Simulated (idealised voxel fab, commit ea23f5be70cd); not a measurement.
process module | voxel capacitor over wiring
cross-section cut | 225 nm wide | cells 5 nm
A cross-section is a grid of square cells, given in bands from the top down. A band is one or more rows of cells.
Each band's line starts with the height of the band's top and of its bottom, in nm. Then come its materials from left to right, each with its width in nm. One material with "throughout" fills the band from edge to edge. "air" is empty space.
Height 0 is the level under which the wafer as received is all one material. The lowest band goes on downwards, as in "0 down".
A width such as "30 to 40" changes by the same amount from each row of cells to the next, from the band's top row to its bottom row.
"no change" after a step means that no cell of the cross-section changed.
closed voids: empty space of 8 cells or more with no open way to the top, each as width x height at its distance from the left edge, in nm
after a step's settings: what the simulator itself notes on the step
overlay nm, on a step with a mask: how far to the right of its planned place the mask lay; to the left if negative
plan
1 op RECEIVE | material Si
2 op CONFORMAL_DEP | material SiO2 | thk nm 15
3 op CONFORMAL_DEP | material SiCN | thk nm 5
4 op DIRECTIONAL_DEP | material SiO2 | thk nm 20
5 op PATTERN | tone open | mask id METAL_1 | material resist | width nm 30 | pitch nm 95 | thk nm 15 | overlay nm 0
6 op DIRECTIONAL_ETCH | etch materials SiO2 | depth nm 20
7 op DIRECTIONAL_ETCH | etch materials SiCN | depth nm 5
8 op STRIP | etch materials resist
9 op CONFORMAL_DEP | material TiN | thk nm 5
10 op FILL_DEP | material Cu | thk nm 10
11 op CMP | height nm 40
12 op EPI | material Ru | thk nm 5
13 op FILL_DEP | material SiCN | thk nm 5
14 op DIRECTIONAL_DEP | material lowk | thk nm 15
15 op MASKED_ETCH | tone open | mask id PLUG_1 | width nm 15 | etch materials lowk | depth nm 15 | overlay nm 0
16 op MASKED_ETCH | tone open | mask id PLUG_1 | width nm 15 | etch materials SiCN | depth nm 5 | overlay nm 0
17 op CONFORMAL_DEP | material TiN | thk nm 5
18 op FILL_DEP | material Ru | thk nm 10
19 op CMP | height nm 65
20 op DIRECTIONAL_DEP | material TiN | thk nm 5
21 op DIRECTIONAL_DEP | material SiN | thk nm 5
22 op DIRECTIONAL_DEP | material TiN | thk nm 10
23 op PATTERN | tone cover | mask id UPPER_PLATE | material resist | width nm 70 | thk nm 15 | overlay nm 0
24 op DIRECTIONAL_ETCH | etch materials TiN | depth nm 10
25 op DIRECTIONAL_ETCH | etch materials SiN | depth nm 5
26 op STRIP | etch materials resist
27 op PATTERN | tone cover | mask id LOWER_PLATE | material resist | width nm 80 | thk nm 20 | overlay nm 0
28 op DIRECTIONAL_ETCH | etch materials TiN | depth nm 5
29 op STRIP | etch materials resist
30 op FILL_DEP | material SiO2 | thk nm 20
31 op CMP | height nm 100
32 op DIRECTIONAL_DEP | material aC | thk nm 10
33 op PATTERN | tone open | mask id PLUG_2 | material resist | width nm 15 | thk nm 30 | overlay nm 0
34 op DIRECTIONAL_ETCH | etch materials aC | depth nm 10
35 op STRIP | etch materials resist
36 op DIRECTIONAL_ETCH | etch materials SiO2 | depth nm 15
37 op STRIP | etch materials aC
38 op CONFORMAL_DEP | material TiN | thk nm 5
39 op FILL_DEP | material W | thk nm 5
40 op CMP | height nm 100
41 op CONFORMAL_DEP | material SiCN | thk nm 5
first wafer, as planned
as received, after step 1
  0 down: Si throughout
  closed voids: none
after step 2
  15 to 0: SiO2 throughout
  below 0: unchanged
after step 3
  20 to 15: SiCN throughout
  below 15: unchanged
after step 4
  40 to 20: SiO2 throughout
  below 20: unchanged
after step 5
  55 to 40: resist 50 | air 30 | resist 65 | air 30 | resist 50
  below 40: unchanged
after step 6
  55 to 40: resist 50 | air 30 | resist 65 | air 30 | resist 50
  40 to 20: SiO2 50 | air 30 | SiO2 65 | air 30 | SiO2 50
  below 20: unchanged
after step 7
  55 to 40: resist 50 | air 30 | resist 65 | air 30 | resist 50
  40 to 20: SiO2 50 | air 30 | SiO2 65 | air 30 | SiO2 50
  20 to 15: SiCN 50 | air 30 | SiCN 65 | air 30 | SiCN 50
  below 15: unchanged
after step 8
  40 to 20: SiO2 50 | air 30 | SiO2 65 | air 30 | SiO2 50
  below 20: unchanged
after step 9
  45 to 40: TiN 55 | air 20 | TiN 75 | air 20 | TiN 55
  40 to 20: SiO2 50 | TiN 5 | air 20 | TiN 5 | SiO2 65 | TiN 5 | air 20 | TiN 5 | SiO2 50
  20 to 15: SiCN 50 | TiN 30 | SiCN 65 | TiN 30 | SiCN 50
  below 15: unchanged
after step 10
  55 to 45: Cu throughout
  45 to 40: TiN 55 | Cu 20 | TiN 75 | Cu 20 | TiN 55
  40 to 20: SiO2 50 | TiN 5 | Cu 20 | TiN 5 | SiO2 65 | TiN 5 | Cu 20 | TiN 5 | SiO2 50
  below 20: unchanged
after step 11
  40 to 20: SiO2 50 | TiN 5 | Cu 20 | TiN 5 | SiO2 65 | TiN 5 | Cu 20 | TiN 5 | SiO2 50
  below 20: unchanged
after step 12
  45 to 40: air 45 | Ru 40 | air 55 | Ru 40 | air 45
  below 40: unchanged
after step 13
  50 to 45: SiCN throughout
  45 to 40: SiCN 45 | Ru 40 | SiCN 55 | Ru 40 | SiCN 45
  below 40: unchanged
after step 14
  65 to 50: lowk throughout
  below 50: unchanged
after step 15
  65 to 50: lowk 65 | air 15 | lowk 145
  below 50: unchanged
after step 16
  65 to 50: lowk 65 | air 15 | lowk 145
  50 to 45: SiCN 65 | air 15 | SiCN 145
  below 45: unchanged
after step 17
  70 to 65: TiN 70 | air 5 | TiN 150
  65 to 50: lowk 65 | TiN 5 | air 5 | TiN 5 | lowk 145
  50 to 45: SiCN 65 | TiN 15 | SiCN 145
  below 45: unchanged
after step 18
  80 to 70: Ru throughout
  70 to 65: TiN 70 | Ru 5 | TiN 150
  65 to 50: lowk 65 | TiN 5 | Ru 5 | TiN 5 | lowk 145
  below 50: unchanged
after step 19
  65 to 50: lowk 65 | TiN 5 | Ru 5 | TiN 5 | lowk 145
  below 50: unchanged
after step 20
  70 to 65: TiN throughout
  below 65: unchanged
after step 21
  75 to 70: SiN throughout
  below 70: unchanged
after step 22
  85 to 75: TiN throughout
  below 75: unchanged
after step 23
  100 to 85: air 65 | resist 70 | air 90
  below 85: unchanged
after step 24
  100 to 85: air 65 | resist 70 | air 90
  85 to 75: air 65 | TiN 70 | air 90
  below 75: unchanged
after step 25
  100 to 85: air 65 | resist 70 | air 90
  85 to 75: air 65 | TiN 70 | air 90
  75 to 70: air 65 | SiN 70 | air 90
  below 70: unchanged
after step 26
  85 to 75: air 65 | TiN 70 | air 90
  below 75: unchanged
after step 27
  105 to 85: air 60 | resist 80 | air 85
  85 to 75: air 60 | resist 5 | TiN 70 | resist 5 | air 85
  75 to 70: air 60 | resist 5 | SiN 70 | resist 5 | air 85
  below 70: unchanged
after step 28
  105 to 85: air 60 | resist 80 | air 85
  85 to 75: air 60 | resist 5 | TiN 70 | resist 5 | air 85
  75 to 70: air 60 | resist 5 | SiN 70 | resist 5 | air 85
  70 to 65: air 60 | TiN 80 | air 85
  below 65: unchanged
after step 29
  85 to 75: air 65 | TiN 70 | air 90
  75 to 70: air 65 | SiN 70 | air 90
  below 70: unchanged
after step 30
  105 to 85: SiO2 throughout
  85 to 75: SiO2 65 | TiN 70 | SiO2 90
  75 to 70: SiO2 65 | SiN 70 | SiO2 90
  70 to 65: SiO2 60 | TiN 80 | SiO2 85
  below 65: unchanged
after step 31
  100 to 85: SiO2 throughout
  below 85: unchanged
after step 32
  110 to 100: aC throughout
  below 100: unchanged
after step 33
  140 to 110: resist 75 | air 15 | resist 135
  below 110: unchanged
after step 34
  130 to 110: resist 75 | air 15 | resist 135
  110 to 100: aC 75 | air 15 | aC 135
  below 100: unchanged
after step 35
  110 to 100: aC 75 | air 15 | aC 135
  below 100: unchanged
after step 36
  110 to 100: aC 75 | air 15 | aC 135
  100 to 85: SiO2 75 | air 15 | SiO2 135
  below 85: unchanged
after step 37
  100 to 85: SiO2 75 | air 15 | SiO2 135
  below 85: unchanged
after step 38
  105 to 100: TiN 80 | air 5 | TiN 140
  100 to 90: SiO2 75 | TiN 5 | air 5 | TiN 5 | SiO2 135
  90 to 85: SiO2 75 | TiN 15 | SiO2 135
  below 85: unchanged
after step 39
  110 to 105: W throughout
  105 to 100: TiN 80 | W 5 | TiN 140
  100 to 90: SiO2 75 | TiN 5 | W 5 | TiN 5 | SiO2 135
  below 90: unchanged
after step 40
  100 to 90: SiO2 75 | TiN 5 | W 5 | TiN 5 | SiO2 135
  below 90: unchanged
after step 41
  105 to 100: SiCN throughout
  below 100: unchanged
second wafer: like start, like plan, one mistake. Through step 39 it matches the first wafer
when step 40 should have ended
  105 to 100: TiN 80 | W 5 | TiN 140
  below 100: unchanged
when step 41 should have ended
  110 to 105: SiCN throughout
  below 105: unchanged
what went wrong: step 40 ran as: op CMP | height nm 105
at the end the second wafer has, in cells: 44 more of TiN | 1 more of W
